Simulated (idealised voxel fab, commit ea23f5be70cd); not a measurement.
process module | voxel transistor to metal
cross-section cut | 165 nm wide | cells 5 nm
A cross-section is a grid of square cells, given in bands from the top down. A band is one or more rows of cells.
Each band's line starts with the height of the band's top and of its bottom, in nm. Then come its materials from left to right, each with its width in nm. One material with "throughout" fills the band from edge to edge. "air" is empty space.
Height 0 is the level under which the wafer as received is all one material. The lowest band goes on downwards, as in "0 down".
A width such as "30 to 40" changes by the same amount from each row of cells to the next, from the band's top row to its bottom row.
"no change" after a step means that no cell of the cross-section changed.
closed voids: empty space of 8 cells or more with no open way to the top, each as width x height at its distance from the left edge, in nm
after a step's settings: what the simulator itself notes on the step
overlay nm, on a step with a mask: how far to the right of its planned place the mask lay; to the left if negative
Each pair below shows a cross-section before one step and the cross-section after it, down to the lowest band that changed. The line under each pair gives the step between them, with its settings. The pairs can come from different runs of this module on the same starting wafer, so a pair continues from the pair above only where its "before" says so.
before
  0 down: Si throughout
  closed voids: none
after
  5 to 0: SiO2 throughout
  below 0: unchanged
  closed voids: none
the step between: op CONFORMAL_DEP | material SiO2 | thk nm 5
before: the cross-section after the pair above
after
  15 to 5: SiN throughout
  below 5: unchanged
  closed voids: none
the step between: op CONFORMAL_DEP | material SiN | thk nm 10
before: the cross-section after the pair above
after
  30 to 15: aC throughout
  below 15: unchanged
  closed voids: none
the step between: op DIRECTIONAL_DEP | material aC | thk nm 15
before: the cross-section after the pair above
after
  60 to 30: air 30 | resist 105 | air 30
  below 30: unchanged
  closed voids: none
the step between: op PATTERN | tone cover | mask id ACTIVE | material resist | width nm 105 | thk nm 30 | overlay nm 0
before: the cross-section after the pair above
after
  45 to 30: air 30 | resist 105 | air 30
  30 to 15: air 30 | aC 105 | air 30
  below 15: unchanged
  closed voids: none
the step between: op DIRECTIONAL_ETCH | etch materials aC | depth nm 15
before: the cross-section after the pair above
after
  30 to 15: air 30 | aC 105 | air 30
  below 15: unchanged
  closed voids: none
the step between: op STRIP | etch materials resist
before: the cross-section after the pair above
after
  30 to 15: air 30 | aC 105 | air 30
  15 to 5: air 30 | SiN 105 | air 30
  below 5: unchanged
  closed voids: none
the step between: op DIRECTIONAL_ETCH | etch materials SiN | depth nm 10
before: the cross-section after the pair above
after
  30 to 15: air 30 | aC 105 | air 30
  15 to 5: air 30 | SiN 105 | air 30
  5 to 0: air 30 | SiO2 105 | air 30
  below 0: unchanged
  closed voids: none
the step between: op DIRECTIONAL_ETCH | etch materials SiO2 | depth nm 5
before: the cross-section after the pair above
after
  30 to 15: air 30 | aC 105 | air 30
  15 to 5: air 30 | SiN 105 | air 30
  5 to 0: air 30 | SiO2 105 | air 30
  0 to -35: air 30 | Si 105 | air 30
  below -35: unchanged
  closed voids: none
the step between: op DIRECTIONAL_ETCH | etch materials Si | depth nm 35
before: the cross-section after the pair above
after
  15 to 5: air 30 | SiN 105 | air 30
  below 5: unchanged
  closed voids: none
the step between: op STRIP | etch materials aC
before: the cross-section after the pair above
after
  25 to 15: SiO2 throughout
  15 to 5: SiO2 30 | SiN 105 | SiO2 30
  5 to 0: SiO2 throughout
  0 to -35: SiO2 30 | Si 105 | SiO2 30
  below -35: unchanged
  closed voids: none
the step between: op FILL_DEP | material SiO2 | thk nm 10
before: the cross-section after the pair above
after
  15 to 5: SiO2 30 | SiN 105 | SiO2 30
  below 5: unchanged
  closed voids: none
the step between: op CMP | height nm 15
before: the cross-section after the pair above
after
  15 to 10: air 30 | SiN 105 | air 30
  below 10: unchanged
  closed voids: none
the step between: op SELECTIVE_ETCH | etch materials SiO2 | depth nm 5
before: the cross-section after the pair above
after
  10 to 5: SiO2 30 | air 105 | SiO2 30
  below 5: unchanged
  closed voids: none
the step between: op STRIP | etch materials SiN
before: the cross-section after the pair above
after
  5 to 0: SiO2 25 | air 115 | SiO2 25
  below 0: unchanged
  closed voids: none
the step between: op SELECTIVE_ETCH | etch materials SiO2 | depth nm 5
before: the cross-section after the pair above
after
  5 to 0: SiO2 25 | air 115 | SiO2 25
  0 to -5: SiO2 throughout
  below -5: unchanged
  closed voids: none
the step between: op OXIDIZE | depth nm 5
before: the cross-section after the pair above
after
  35 to 30: polySi 25 | air 115 | polySi 25
  30 to 5: polySi throughout
  5 to 0: SiO2 25 | polySi 115 | SiO2 25
  below 0: unchanged
  closed voids: none
the step between: op DIRECTIONAL_DEP | material polySi | thk nm 30
before: the cross-section after the pair above
after
  45 to 40: SiCN 25 | air 115 | SiCN 25
  40 to 35: SiCN throughout
  35 to 30: polySi 25 | SiCN 115 | polySi 25
  below 30: unchanged
  closed voids: none
the step between: op DIRECTIONAL_DEP | material SiCN | thk nm 10
before: the cross-section after the pair above
after
  65 to 45: air 70 | resist 25 | air 70
  45 to 40: SiCN 25 | air 45 | resist 25 | air 45 | SiCN 25
  below 40: unchanged
  closed voids: none
the step between: op PATTERN | tone cover | mask id GATE | material resist | width nm 25 | thk nm 20 | overlay nm 0
before: the cross-section after the pair above
after
  65 to 40: air 70 | resist 25 | air 70
  40 to 35: air 70 | SiCN 25 | air 70
  35 to 30: polySi 25 | air 45 | SiCN 25 | air 45 | polySi 25
  below 30: unchanged
  closed voids: none
the step between: op DIRECTIONAL_ETCH | etch materials SiCN | depth nm 20
before: the cross-section after the pair above
after
  65 to 40: air 70 | resist 25 | air 70
  40 to 30: air 70 | SiCN 25 | air 70
  30 to 5: air 70 | polySi 25 | air 70
  5 to 0: SiO2 25 | air 45 | polySi 25 | air 45 | SiO2 25
  below 0: unchanged
  closed voids: none
the step between: op DIRECTIONAL_ETCH | etch materials polySi | depth nm 40
before: the cross-section after the pair above
after
  40 to 30: air 70 | SiCN 25 | air 70
  below 30: unchanged
  closed voids: none
the step between: op STRIP | etch materials resist
before: the cross-section after the pair above
after
  50 to 40: air 60 | SiN 45 | air 60
  40 to 30: air 60 | SiN 10 | SiCN 25 | SiN 10 | air 60
  30 to 15: air 60 | SiN 10 | polySi 25 | SiN 10 | air 60
  15 to 10: SiN 35 | air 25 | SiN 10 | polySi 25 | SiN 10 | air 25 | SiN 35
  10 to 5: SiN 70 | polySi 25 | SiN 70
  5 to 0: SiO2 25 | SiN 45 | polySi 25 | SiN 45 | SiO2 25
  below 0: unchanged
  closed voids: none
the step between: op CONFORMAL_DEP | material SiN | thk nm 10
before: the cross-section after the pair above
after
  40 to 30: air 60 | SiN 10 | SiCN 25 | SiN 10 | air 60
  30 to 5: air 60 | SiN 10 | polySi 25 | SiN 10 | air 60
  5 to 0: SiO2 25 | SiN 10 | air 25 | SiN 10 | polySi 25 | SiN 10 | air 25 | SiN 10 | SiO2 25
  below 0: unchanged
  closed voids: none
the step between: op DIRECTIONAL_ETCH | etch materials SiN | depth nm 10
before: the cross-section after the pair above
after
  40 to 30: air 60 | SiN 10 | SiCN 25 | SiN 10 | air 60
  30 to 5: air 60 | SiN 10 | polySi 25 | SiN 10 | air 60
  5 to 0: air 25 | SiN 10 | air 25 | SiN 10 | polySi 25 | SiN 10 | air 25 | SiN 10 | air 25
  0 to -5: SiO2 35 | air 25 | SiO2 45 | air 25 | SiO2 35
  below -5: unchanged
  closed voids: none
the step between: op DIRECTIONAL_ETCH | etch materials SiO2 | depth nm 5
before: the cross-section after the pair above
after
  40 to 30: air 60 | SiN 10 | SiCN 25 | SiN 10 | air 60
  30 to 5: air 60 | SiN 10 | polySi 25 | SiN 10 | air 60
  5 to 0: air 25 | SiN 10 | air 25 | SiN 10 | polySi 25 | SiN 10 | air 25 | SiN 10 | air 25
  0 to -5: SiO2 35 | air 25 | SiO2 45 | air 25 | SiO2 35
  -5 to -10: SiO2 30 | Si 5 | air 25 | Si 45 | air 25 | Si 5 | SiO2 30
  below -10: unchanged
  closed voids: none
the step between: op DIRECTIONAL_ETCH | etch materials Si | depth nm 5
before: the cross-section after the pair above
after
  40 to 30: air 60 | SiN 10 | SiCN 25 | SiN 10 | air 60
  30 to 5: air 60 | SiN 10 | polySi 25 | SiN 10 | air 60
  5 to 0: air 25 | SiN 10 | air 25 | SiN 10 | polySi 25 | SiN 10 | air 25 | SiN 10 | air 25
  0 to -5: SiO2 35 | pSi 5 | air 15 | pSi 5 | SiO2 45 | pSi 5 | air 15 | pSi 5 | SiO2 35
  -5 to -10: SiO2 30 | Si 5 | pSi 25 | Si 45 | pSi 25 | Si 5 | SiO2 30
  below -10: unchanged
  closed voids: none
the step between: op EPI | material pSi | thk nm 5
before: the cross-section after the pair above
after
  50 to 40: SiO2 throughout
  40 to 30: SiO2 60 | SiN 10 | SiCN 25 | SiN 10 | SiO2 60
  30 to 5: SiO2 60 | SiN 10 | polySi 25 | SiN 10 | SiO2 60
  5 to 0: SiO2 25 | SiN 10 | SiO2 25 | SiN 10 | polySi 25 | SiN 10 | SiO2 25 | SiN 10 | SiO2 25
  0 to -5: SiO2 35 | pSi 5 | SiO2 15 | pSi 5 | SiO2 45 | pSi 5 | SiO2 15 | pSi 5 | SiO2 35
  below -5: unchanged
  closed voids: none
the step between: op FILL_DEP | material SiO2 | thk nm 10
before: the cross-section after the pair above
after
  40 to 30: SiO2 60 | SiN 10 | SiCN 25 | SiN 10 | SiO2 60
  below 30: unchanged
  closed voids: none
the step between: op CMP | height nm 40
before: the cross-section after the pair above
after
  55 to 40: SiO2 throughout
  below 40: unchanged
  closed voids: none
the step between: op DIRECTIONAL_DEP | material SiO2 | thk nm 15
before: the cross-section after the pair above
after
  75 to 55: resist 35 | air 30 | resist 35 | air 30 | resist 35
  below 55: unchanged
  closed voids: none
the step between: op PATTERN | tone open | mask id CONTACT | material resist | width nm 30 | pitch nm 65 | thk nm 20 | overlay nm 0
before: the cross-section after the pair above
after
  75 to 55: resist 35 | air 30 | resist 35 | air 30 | resist 35
  55 to 40: SiO2 35 | air 30 | SiO2 35 | air 30 | SiO2 35
  40 to 30: SiO2 35 | air 25 | SiN 10 | SiCN 25 | SiN 10 | air 25 | SiO2 35
  30 to 5: SiO2 35 | air 25 | SiN 10 | polySi 25 | SiN 10 | air 25 | SiO2 35
  5 to 0: SiO2 25 | SiN 10 | air 25 | SiN 10 | polySi 25 | SiN 10 | air 25 | SiN 10 | SiO2 25
  0 to -5: SiO2 35 | pSi 5 | air 15 | pSi 5 | SiO2 45 | pSi 5 | air 15 | pSi 5 | SiO2 35
  below -5: unchanged
  closed voids: none
the step between: op DIRECTIONAL_ETCH | etch materials SiO2 | depth nm 60
before: the cross-section after the pair above
after
  55 to 40: SiO2 35 | air 30 | SiO2 35 | air 30 | SiO2 35
  below 40: unchanged
  closed voids: none
the step between: op STRIP | etch materials resist
before: the cross-section after the pair above
after
  60 to 55: TiN 40 | air 20 | TiN 45 | air 20 | TiN 40
  55 to 45: SiO2 35 | TiN 5 | air 20 | TiN 5 | SiO2 35 | TiN 5 | air 20 | TiN 5 | SiO2 35
  45 to 40: SiO2 35 | TiN 5 | air 15 | TiN 10 | SiO2 35 | TiN 10 | air 15 | TiN 5 | SiO2 35
  40 to 30: SiO2 35 | TiN 5 | air 15 | TiN 5 | SiN 10 | SiCN 25 | SiN 10 | TiN 5 | air 15 | TiN 5 | SiO2 35
  30 to 5: SiO2 35 | TiN 5 | air 15 | TiN 5 | SiN 10 | polySi 25 | SiN 10 | TiN 5 | air 15 | TiN 5 | SiO2 35
  5 to 0: SiO2 25 | SiN 10 | TiN 10 | air 5 | TiN 10 | SiN 10 | polySi 25 | SiN 10 | TiN 10 | air 5 | TiN 10 | SiN 10 | SiO2 25
  0 to -5: SiO2 35 | pSi 5 | TiN 15 | pSi 5 | SiO2 45 | pSi 5 | TiN 15 | pSi 5 | SiO2 35
  below -5: unchanged
  closed voids: none
the step between: op CONFORMAL_DEP | material TiN | thk nm 5
before: the cross-section after the pair above
after
  65 to 60: Ru throughout
  60 to 55: TiN 40 | Ru 20 | TiN 45 | Ru 20 | TiN 40
  55 to 45: SiO2 35 | TiN 5 | Ru 20 | TiN 5 | SiO2 35 | TiN 5 | Ru 20 | TiN 5 | SiO2 35
  45 to 40: SiO2 35 | TiN 5 | Ru 15 | TiN 10 | SiO2 35 | TiN 10 | Ru 15 | TiN 5 | SiO2 35
  40 to 30: SiO2 35 | TiN 5 | Ru 15 | TiN 5 | SiN 10 | SiCN 25 | SiN 10 | TiN 5 | Ru 15 | TiN 5 | SiO2 35
  30 to 5: SiO2 35 | TiN 5 | Ru 15 | TiN 5 | SiN 10 | polySi 25 | SiN 10 | TiN 5 | Ru 15 | TiN 5 | SiO2 35
  5 to 0: SiO2 25 | SiN 10 | TiN 10 | Ru 5 | TiN 10 | SiN 10 | polySi 25 | SiN 10 | TiN 10 | Ru 5 | TiN 10 | SiN 10 | SiO2 25
  below 0: unchanged
  closed voids: none
the step between: op FILL_DEP | material Ru | thk nm 5
before: the cross-section after the pair above
after
  55 to 45: SiO2 35 | TiN 5 | Ru 20 | TiN 5 | SiO2 35 | TiN 5 | Ru 20 | TiN 5 | SiO2 35
  below 45: unchanged
  closed voids: none
the step between: op CMP | height nm 55
before: the cross-section after the pair above
after
  60 to 55: TiN throughout
  below 55: unchanged
  closed voids: none
the step between: op DIRECTIONAL_DEP | material TiN | thk nm 5
before: the cross-section after the pair above
after
  80 to 60: Ru throughout
  below 60: unchanged
  closed voids: none
the step between: op DIRECTIONAL_DEP | material Ru | thk nm 20
before: the cross-section after the pair above
after
  100 to 80: air 35 | resist 15 | air 65 | resist 15 | air 35
  below 80: unchanged
  closed voids: none
the step between: op PATTERN | tone cover | mask id METAL_1 | material resist | width nm 15 | pitch nm 80 | thk nm 20 | overlay nm 0
before: the cross-section after the pair above
after
  100 to 80: air 35 | resist 15 | air 65 | resist 15 | air 35
  80 to 60: air 35 | Ru 15 | air 65 | Ru 15 | air 35
  below 60: unchanged
  closed voids: none
the step between: op DIRECTIONAL_ETCH | etch materials Ru | depth nm 20
before: the cross-section after the pair above
after
  100 to 80: air 35 | resist 15 | air 65 | resist 15 | air 35
  80 to 60: air 35 | Ru 15 | air 65 | Ru 15 | air 35
  60 to 55: air 35 | TiN 15 | air 65 | TiN 15 | air 35
  below 55: unchanged
  closed voids: none
the step between: op DIRECTIONAL_ETCH | etch materials TiN | depth nm 5
before: the cross-section after the pair above
after
  80 to 60: air 35 | Ru 15 | air 65 | Ru 15 | air 35
  below 60: unchanged
  closed voids: none
the step between: op STRIP | etch materials resist
before: the cross-section after the pair above
after
  85 to 80: air 30 | SiN 25 | air 55 | SiN 25 | air 30
  80 to 60: air 30 | SiN 5 | Ru 15 | SiN 5 | air 55 | SiN 5 | Ru 15 | SiN 5 | air 30
  60 to 55: SiN 35 | TiN 15 | SiN 65 | TiN 15 | SiN 35
  below 55: unchanged
  closed voids: none
the step between: op CONFORMAL_DEP | material SiN | thk nm 5
before: the cross-section after the pair above
after
  95 to 85: lowk throughout
  85 to 80: lowk 30 | SiN 25 | lowk 55 | SiN 25 | lowk 30
  80 to 60: lowk 30 | SiN 5 | Ru 15 | SiN 5 | lowk 55 | SiN 5 | Ru 15 | SiN 5 | lowk 30
  below 60: unchanged
  closed voids: none
the step between: op FILL_DEP | material lowk | thk nm 10
before: the cross-section after the pair above
after
  80 to 60: lowk 30 | SiN 5 | Ru 15 | SiN 5 | lowk 55 | SiN 5 | Ru 15 | SiN 5 | lowk 30
  below 60: unchanged
  closed voids: none
the step between: op CMP | height nm 80
before: the cross-section after the pair above
after
  85 to 80: SiN throughout
  below 80: unchanged
  closed voids: none
the step between: op CONFORMAL_DEP | material SiN | thk nm 5
before
  0 down: Si throughout
  closed voids: none
after
  10 to 0: SiN throughout
  below 0: unchanged
  closed voids: none
the step between: op CONFORMAL_DEP | material SiN | thk nm 10
before: the cross-section after the pair above
after
  25 to 10: aC throughout
  below 10: unchanged
  closed voids: none
the step between: op DIRECTIONAL_DEP | material aC | thk nm 15
before: the cross-section after the pair above
after
  55 to 25: air 30 | resist 105 | air 30
  below 25: unchanged
  closed voids: none
the step between: op PATTERN | tone cover | mask id ACTIVE | material resist | width nm 105 | thk nm 30 | overlay nm 0
before: the cross-section after the pair above
after
  40 to 25: air 30 | resist 105 | air 30
  25 to 10: air 30 | aC 105 | air 30
  below 10: unchanged
  closed voids: none
the step between: op DIRECTIONAL_ETCH | etch materials aC | depth nm 15
before: the cross-section after the pair above
after
  25 to 10: air 30 | aC 105 | air 30
  below 10: unchanged
  closed voids: none
the step between: op STRIP | etch materials resist
before: the cross-section after the pair above
after
  25 to 10: air 30 | aC 105 | air 30
  10 to 0: air 30 | SiN 105 | air 30
  below 0: unchanged
  closed voids: none
the step between: op DIRECTIONAL_ETCH | etch materials SiN | depth nm 10
before: the cross-section after the pair above
after
  25 to 10: air 30 | aC 105 | air 30
  10 to 0: air 30 | SiN 105 | air 30
  0 to -35: air 30 | Si 105 | air 30
  below -35: unchanged
  closed voids: none
the step between: op DIRECTIONAL_ETCH | etch materials Si | depth nm 35
before: the cross-section after the pair above
after
  10 to 0: air 30 | SiN 105 | air 30
  below 0: unchanged
  closed voids: none
the step between: op STRIP | etch materials aC
before: the cross-section after the pair above
after
  20 to 10: SiO2 throughout
  10 to 0: SiO2 30 | SiN 105 | SiO2 30
  0 to -35: SiO2 30 | Si 105 | SiO2 30
  below -35: unchanged
  closed voids: none
the step between: op FILL_DEP | material SiO2 | thk nm 10
before: the cross-section after the pair above
after
  15 to 10: SiO2 throughout
  below 10: unchanged
  closed voids: none
the step between: op CMP | height nm 15
before: the cross-section after the pair above
after
  10 to 0: SiO2 30 | SiN 105 | SiO2 30
  below 0: unchanged
  closed voids: none
the step between: op SELECTIVE_ETCH | etch materials SiO2 | depth nm 5
before: the cross-section after the pair above
after
  10 to 0: SiO2 30 | air 105 | SiO2 30
  below 0: unchanged
  closed voids: none
the step between: op STRIP | etch materials SiN
before: the cross-section after the pair above
after
  5 to 0: SiO2 25 | air 115 | SiO2 25
  0 to -5: SiO2 25 | air 5 | Si 105 | air 5 | SiO2 25
  below -5: unchanged
  closed voids: none
the step between: op SELECTIVE_ETCH | etch materials SiO2 | depth nm 5
before: the cross-section after the pair above
after
  5 to 0: SiO2 25 | air 115 | SiO2 25
  0 to -5: SiO2 25 | air 5 | SiO2 105 | air 5 | SiO2 25
  -5 to -10: SiO2 35 | Si 95 | SiO2 35
  below -10: unchanged
  closed voids: none
the step between: op OXIDIZE | depth nm 5
before: the cross-section after the pair above
after
  35 to 30: polySi 25 | air 115 | polySi 25
  30 to 25: polySi 25 | air 5 | polySi 105 | air 5 | polySi 25
  25 to 5: polySi throughout
  5 to 0: SiO2 25 | polySi 115 | SiO2 25
  0 to -5: SiO2 25 | polySi 5 | SiO2 105 | polySi 5 | SiO2 25
  below -5: unchanged
  closed voids: none
the step between: op DIRECTIONAL_DEP | material polySi | thk nm 30
before: the cross-section after the pair above
after
  45 to 40: SiCN 25 | air 115 | SiCN 25
  40 to 35: SiCN 25 | air 5 | SiCN 105 | air 5 | SiCN 25
  35 to 30: polySi 25 | SiCN 115 | polySi 25
  30 to 25: polySi 25 | SiCN 5 | polySi 105 | SiCN 5 | polySi 25
  below 25: unchanged
  closed voids: none
the step between: op DIRECTIONAL_DEP | material SiCN | thk nm 10
before: the cross-section after the pair above
after
  65 to 45: air 70 | resist 25 | air 70
  45 to 40: SiCN 25 | air 45 | resist 25 | air 45 | SiCN 25
  below 40: unchanged
  closed voids: none
the step between: op PATTERN | tone cover | mask id GATE | material resist | width nm 25 | thk nm 20 | overlay nm 0
before: the cross-section after the pair above
after
  65 to 40: air 70 | resist 25 | air 70
  40 to 35: air 70 | SiCN 25 | air 70
  35 to 30: polySi 25 | air 45 | SiCN 25 | air 45 | polySi 25
  30 to 25: polySi 25 | air 5 | polySi 105 | air 5 | polySi 25
  below 25: unchanged
  closed voids: none
the step between: op DIRECTIONAL_ETCH | etch materials SiCN | depth nm 20
before: the cross-section after the pair above
after
  65 to 40: air 70 | resist 25 | air 70
  40 to 30: air 70 | SiCN 25 | air 70
  30 to 5: air 70 | polySi 25 | air 70
  5 to 0: SiO2 25 | air 45 | polySi 25 | air 45 | SiO2 25
  0 to -5: SiO2 25 | air 5 | SiO2 105 | air 5 | SiO2 25
  below -5: unchanged
  closed voids: none
the step between: op DIRECTIONAL_ETCH | etch materials polySi | depth nm 40
before: the cross-section after the pair above
after
  40 to 30: air 70 | SiCN 25 | air 70
  below 30: unchanged
  closed voids: none
the step between: op STRIP | etch materials resist
before: the cross-section after the pair above
after
  50 to 40: air 60 | SiN 45 | air 60
  40 to 30: air 60 | SiN 10 | SiCN 25 | SiN 10 | air 60
  30 to 15: air 60 | SiN 10 | polySi 25 | SiN 10 | air 60
  15 to 10: SiN 35 | air 25 | SiN 10 | polySi 25 | SiN 10 | air 25 | SiN 35
  10 to 5: SiN 70 | polySi 25 | SiN 70
  5 to 0: SiO2 25 | SiN 45 | polySi 25 | SiN 45 | SiO2 25
  0 to -5: SiO2 25 | SiN 5 | SiO2 105 | SiN 5 | SiO2 25
  below -5: unchanged
  closed voids: none
the step between: op CONFORMAL_DEP | material SiN | thk nm 10
before: the cross-section after the pair above
after
  40 to 30: air 60 | SiN 10 | SiCN 25 | SiN 10 | air 60
  30 to 5: air 60 | SiN 10 | polySi 25 | SiN 10 | air 60
  5 to 0: SiO2 25 | SiN 10 | air 25 | SiN 10 | polySi 25 | SiN 10 | air 25 | SiN 10 | SiO2 25
  below 0: unchanged
  closed voids: none
the step between: op DIRECTIONAL_ETCH | etch materials SiN | depth nm 10
before: the cross-section after the pair above
after
  40 to 30: air 60 | SiN 10 | SiCN 25 | SiN 10 | air 60
  30 to 5: air 60 | SiN 10 | polySi 25 | SiN 10 | air 60
  5 to 0: air 25 | SiN 10 | air 25 | SiN 10 | polySi 25 | SiN 10 | air 25 | SiN 10 | air 25
  0 to -5: SiO2 25 | SiN 5 | SiO2 5 | air 25 | SiO2 45 | air 25 | SiO2 5 | SiN 5 | SiO2 25
  below -5: unchanged
  closed voids: none
the step between: op DIRECTIONAL_ETCH | etch materials SiO2 | depth nm 5
before: the cross-section after the pair above
after
  40 to 30: air 60 | SiN 10 | SiCN 25 | SiN 10 | air 60
  30 to 5: air 60 | SiN 10 | polySi 25 | SiN 10 | air 60
  5 to 0: air 25 | SiN 10 | air 25 | SiN 10 | polySi 25 | SiN 10 | air 25 | SiN 10 | air 25
  0 to -5: SiO2 25 | SiN 5 | SiO2 5 | air 25 | SiO2 45 | air 25 | SiO2 5 | SiN 5 | SiO2 25
  -5 to -10: SiO2 35 | air 25 | Si 45 | air 25 | SiO2 35
  below -10: unchanged
  closed voids: none
the step between: op DIRECTIONAL_ETCH | etch materials Si | depth nm 5
before: the cross-section after the pair above
after
  40 to 30: air 60 | SiN 10 | SiCN 25 | SiN 10 | air 60
  30 to 5: air 60 | SiN 10 | polySi 25 | SiN 10 | air 60
  5 to 0: air 25 | SiN 10 | air 25 | SiN 10 | polySi 25 | SiN 10 | air 25 | SiN 10 | air 25
  0 to -5: SiO2 25 | SiN 5 | SiO2 5 | air 20 | pSi 5 | SiO2 45 | pSi 5 | air 20 | SiO2 5 | SiN 5 | SiO2 25
  -5 to -10: SiO2 35 | pSi 25 | Si 45 | pSi 25 | SiO2 35
  below -10: unchanged
  closed voids: none
the step between: op EPI | material pSi | thk nm 5
before: the cross-section after the pair above
after
  50 to 40: SiO2 throughout
  40 to 30: SiO2 60 | SiN 10 | SiCN 25 | SiN 10 | SiO2 60
  30 to 5: SiO2 60 | SiN 10 | polySi 25 | SiN 10 | SiO2 60
  5 to 0: SiO2 25 | SiN 10 | SiO2 25 | SiN 10 | polySi 25 | SiN 10 | SiO2 25 | SiN 10 | SiO2 25
  0 to -5: SiO2 25 | SiN 5 | SiO2 25 | pSi 5 | SiO2 45 | pSi 5 | SiO2 25 | SiN 5 | SiO2 25
  below -5: unchanged
  closed voids: none
the step between: op FILL_DEP | material SiO2 | thk nm 10
before: the cross-section after the pair above
after
  40 to 30: SiO2 60 | SiN 10 | SiCN 25 | SiN 10 | SiO2 60
  below 30: unchanged
  closed voids: none
the step between: op CMP | height nm 40
before: the cross-section after the pair above
after
  55 to 40: SiO2 throughout
  below 40: unchanged
  closed voids: none
the step between: op DIRECTIONAL_DEP | material SiO2 | thk nm 15
before: the cross-section after the pair above
after
  75 to 55: resist 35 | air 30 | resist 35 | air 30 | resist 35
  below 55: unchanged
  closed voids: none
the step between: op PATTERN | tone open | mask id CONTACT | material resist | width nm 30 | pitch nm 65 | thk nm 20 | overlay nm 0
before: the cross-section after the pair above
after
  75 to 55: resist 35 | air 30 | resist 35 | air 30 | resist 35
  55 to 40: SiO2 35 | air 30 | SiO2 35 | air 30 | SiO2 35
  40 to 30: SiO2 35 | air 25 | SiN 10 | SiCN 25 | SiN 10 | air 25 | SiO2 35
  30 to 5: SiO2 35 | air 25 | SiN 10 | polySi 25 | SiN 10 | air 25 | SiO2 35
  5 to 0: SiO2 25 | SiN 10 | air 25 | SiN 10 | polySi 25 | SiN 10 | air 25 | SiN 10 | SiO2 25
  0 to -5: SiO2 25 | SiN 5 | SiO2 5 | air 20 | pSi 5 | SiO2 45 | pSi 5 | air 20 | SiO2 5 | SiN 5 | SiO2 25
  below -5: unchanged
  closed voids: none
the step between: op DIRECTIONAL_ETCH | etch materials SiO2 | depth nm 60
before: the cross-section after the pair above
after
  55 to 40: SiO2 35 | air 30 | SiO2 35 | air 30 | SiO2 35
  below 40: unchanged
  closed voids: none
the step between: op STRIP | etch materials resist
before: the cross-section after the pair above
after
  60 to 55: TiN 40 | air 20 | TiN 45 | air 20 | TiN 40
  55 to 45: SiO2 35 | TiN 5 | air 20 | TiN 5 | SiO2 35 | TiN 5 | air 20 | TiN 5 | SiO2 35
  45 to 40: SiO2 35 | TiN 5 | air 15 | TiN 10 | SiO2 35 | TiN 10 | air 15 | TiN 5 | SiO2 35
  40 to 30: SiO2 35 | TiN 5 | air 15 | TiN 5 | SiN 10 | SiCN 25 | SiN 10 | TiN 5 | air 15 | TiN 5 | SiO2 35
  30 to 5: SiO2 35 | TiN 5 | air 15 | TiN 5 | SiN 10 | polySi 25 | SiN 10 | TiN 5 | air 15 | TiN 5 | SiO2 35
  5 to 0: SiO2 25 | SiN 10 | TiN 5 | air 10 | TiN 10 | SiN 10 | polySi 25 | SiN 10 | TiN 10 | air 10 | TiN 5 | SiN 10 | SiO2 25
  0 to -5: SiO2 25 | SiN 5 | SiO2 5 | TiN 20 | pSi 5 | SiO2 45 | pSi 5 | TiN 20 | SiO2 5 | SiN 5 | SiO2 25
  below -5: unchanged
  closed voids: none
the step between: op CONFORMAL_DEP | material TiN | thk nm 5
before: the cross-section after the pair above
after
  65 to 60: Ru throughout
  60 to 55: TiN 40 | Ru 20 | TiN 45 | Ru 20 | TiN 40
  55 to 45: SiO2 35 | TiN 5 | Ru 20 | TiN 5 | SiO2 35 | TiN 5 | Ru 20 | TiN 5 | SiO2 35
  45 to 40: SiO2 35 | TiN 5 | Ru 15 | TiN 10 | SiO2 35 | TiN 10 | Ru 15 | TiN 5 | SiO2 35
  40 to 30: SiO2 35 | TiN 5 | Ru 15 | TiN 5 | SiN 10 | SiCN 25 | SiN 10 | TiN 5 | Ru 15 | TiN 5 | SiO2 35
  30 to 5: SiO2 35 | TiN 5 | Ru 15 | TiN 5 | SiN 10 | polySi 25 | SiN 10 | TiN 5 | Ru 15 | TiN 5 | SiO2 35
  5 to 0: SiO2 25 | SiN 10 | TiN 5 | Ru 10 | TiN 10 | SiN 10 | polySi 25 | SiN 10 | TiN 10 | Ru 10 | TiN 5 | SiN 10 | SiO2 25
  below 0: unchanged
  closed voids: none
the step between: op FILL_DEP | material Ru | thk nm 5
before: the cross-section after the pair above
after
  55 to 45: SiO2 35 | TiN 5 | Ru 20 | TiN 5 | SiO2 35 | TiN 5 | Ru 20 | TiN 5 | SiO2 35
  below 45: unchanged
  closed voids: none
the step between: op CMP | height nm 55
before: the cross-section after the pair above
after
  60 to 55: TiN throughout
  below 55: unchanged
  closed voids: none
the step between: op DIRECTIONAL_DEP | material TiN | thk nm 5
before: the cross-section after the pair above
after
  80 to 60: Ru throughout
  below 60: unchanged
  closed voids: none
the step between: op DIRECTIONAL_DEP | material Ru | thk nm 20
before: the cross-section after the pair above
after
  100 to 80: air 35 | resist 15 | air 65 | resist 15 | air 35
  below 80: unchanged
  closed voids: none
the step between: op PATTERN | tone cover | mask id METAL_1 | material resist | width nm 15 | pitch nm 80 | thk nm 20 | overlay nm 0
before: the cross-section after the pair above
after
  100 to 80: air 35 | resist 15 | air 65 | resist 15 | air 35
  80 to 60: air 35 | Ru 15 | air 65 | Ru 15 | air 35
  below 60: unchanged
  closed voids: none
the step between: op DIRECTIONAL_ETCH | etch materials Ru | depth nm 20
before: the cross-section after the pair above
after
  100 to 80: air 35 | resist 15 | air 65 | resist 15 | air 35
  80 to 60: air 35 | Ru 15 | air 65 | Ru 15 | air 35
  60 to 55: air 35 | TiN 15 | air 65 | TiN 15 | air 35
  below 55: unchanged
  closed voids: none
the step between: op DIRECTIONAL_ETCH | etch materials TiN | depth nm 5
before: the cross-section after the pair above
after
  80 to 60: air 35 | Ru 15 | air 65 | Ru 15 | air 35
  below 60: unchanged
  closed voids: none
the step between: op STRIP | etch materials resist
before: the cross-section after the pair above
after
  85 to 80: air 30 | SiN 25 | air 55 | SiN 25 | air 30
  80 to 60: air 30 | SiN 5 | Ru 15 | SiN 5 | air 55 | SiN 5 | Ru 15 | SiN 5 | air 30
  60 to 55: SiN 35 | TiN 15 | SiN 65 | TiN 15 | SiN 35
  below 55: unchanged
  closed voids: none
the step between: op CONFORMAL_DEP | material SiN | thk nm 5
before: the cross-section after the pair above
after
  95 to 85: lowk throughout
  85 to 80: lowk 30 | SiN 25 | lowk 55 | SiN 25 | lowk 30
  80 to 60: lowk 30 | SiN 5 | Ru 15 | SiN 5 | lowk 55 | SiN 5 | Ru 15 | SiN 5 | lowk 30
  below 60: unchanged
  closed voids: none
the step between: op FILL_DEP | material lowk | thk nm 10
before: the cross-section after the pair above
after
  80 to 60: lowk 30 | SiN 5 | Ru 15 | SiN 5 | lowk 55 | SiN 5 | Ru 15 | SiN 5 | lowk 30
  below 60: unchanged
  closed voids: none
the step between: op CMP | height nm 80
before: the cross-section after the pair above
after
  85 to 80: SiN throughout
  below 80: unchanged
  closed voids: none
the step between: op CONFORMAL_DEP | material SiN | thk nm 5
